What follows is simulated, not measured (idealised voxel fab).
Process module heading - voxel double patterning
Cross-sectional view cut (width: 170 nm; square cell size: 5 nm).
If you're reading a cross-section in this doc, picture square cells in a grid; it comes to you as bands, top ones listed first down to the bottom, and a band can be one or more rows of cells. Top, bottom (nm), then materials left to right with widths (nm); lone material tagged "edge to edge" fills the whole band edge to edge; "empty" = empty space. Note: height 0 marks the level under which the wafer is uniformly one material as received. Lowest band unbounded below, written "from 0 down". The expression "30 to 40" gives the width at the extremes of the band, the first number at its top row of cells and the second at its bottom row, with the width changing by equal amounts from each row to the next in between. It should be understood that the words "identical to before", when stated for a given step, signify that the cross-section underwent no change in any of its cells during that step. What "Sealed cavities" gives you is every empty space of 8 cells or more that is cut off from the top. Each appears as width x height at distance, with the distance taken from the left edge and width, height and distance all in nm. Anything after a step's settings on that line? It's the simulator's own note about the step. "overlay nm", when on a step's line for a step with a mask, measures how far to the right of its planned place the mask lay; a negative measure means to the left.

### The following list gives the planned process steps
| 1 | op RECEIVE | material Si |
| 2 | op CONFORMAL_DEP | material SiO2 | thk nm 5 |
| 3 | op DIRECTIONAL_DEP | material TiN | thk nm 20 |
| 4 | op DIRECTIONAL_DEP | material SiN | thk nm 10 |
| 5 | op MASKED_ETCH | tone open | mask id FIRST | width nm 15 | pitch nm 50 | etch materials SiN | depth nm 10 | overlay nm 0 |
| 6 | op DIRECTIONAL_DEP | material aC | thk nm 10 |
| 7 | op PATTERN | tone open | mask id SECOND | material resist | width nm 15 | thk nm 30 | overlay nm 0 |
| 8 | op DIRECTIONAL_ETCH | etch materials aC | depth nm 10 |
| 9 | op STRIP | etch materials resist |
| 10 | op DIRECTIONAL_ETCH | etch materials SiN | depth nm 10 |
| 11 | op STRIP | etch materials aC |
| 12 | op DIRECTIONAL_ETCH | etch materials TiN | depth nm 20 |
| 13 | op STRIP | etch materials SiN |

### Here's what the wafer looked like in cross-section when it arrived - that's after step 1
  from 0 down = Si edge to edge
  Sealed cavities: none

### The following cross-section depicts the wafer upon conclusion of the module. Processing commenced from the starting condition illustrated above and adhered to the plan illustrated above, save for one mistake in execution
  from 25 to 0 = SiO2 edge to edge
  from 0 down = Si edge to edge
  Sealed cavities: none
Here's what went sideways: it should be noted that step 3 was executed with settings other than those planned, the operation and settings actually applied being op DIRECTIONAL_DEP | material SiO2 | thk nm 20
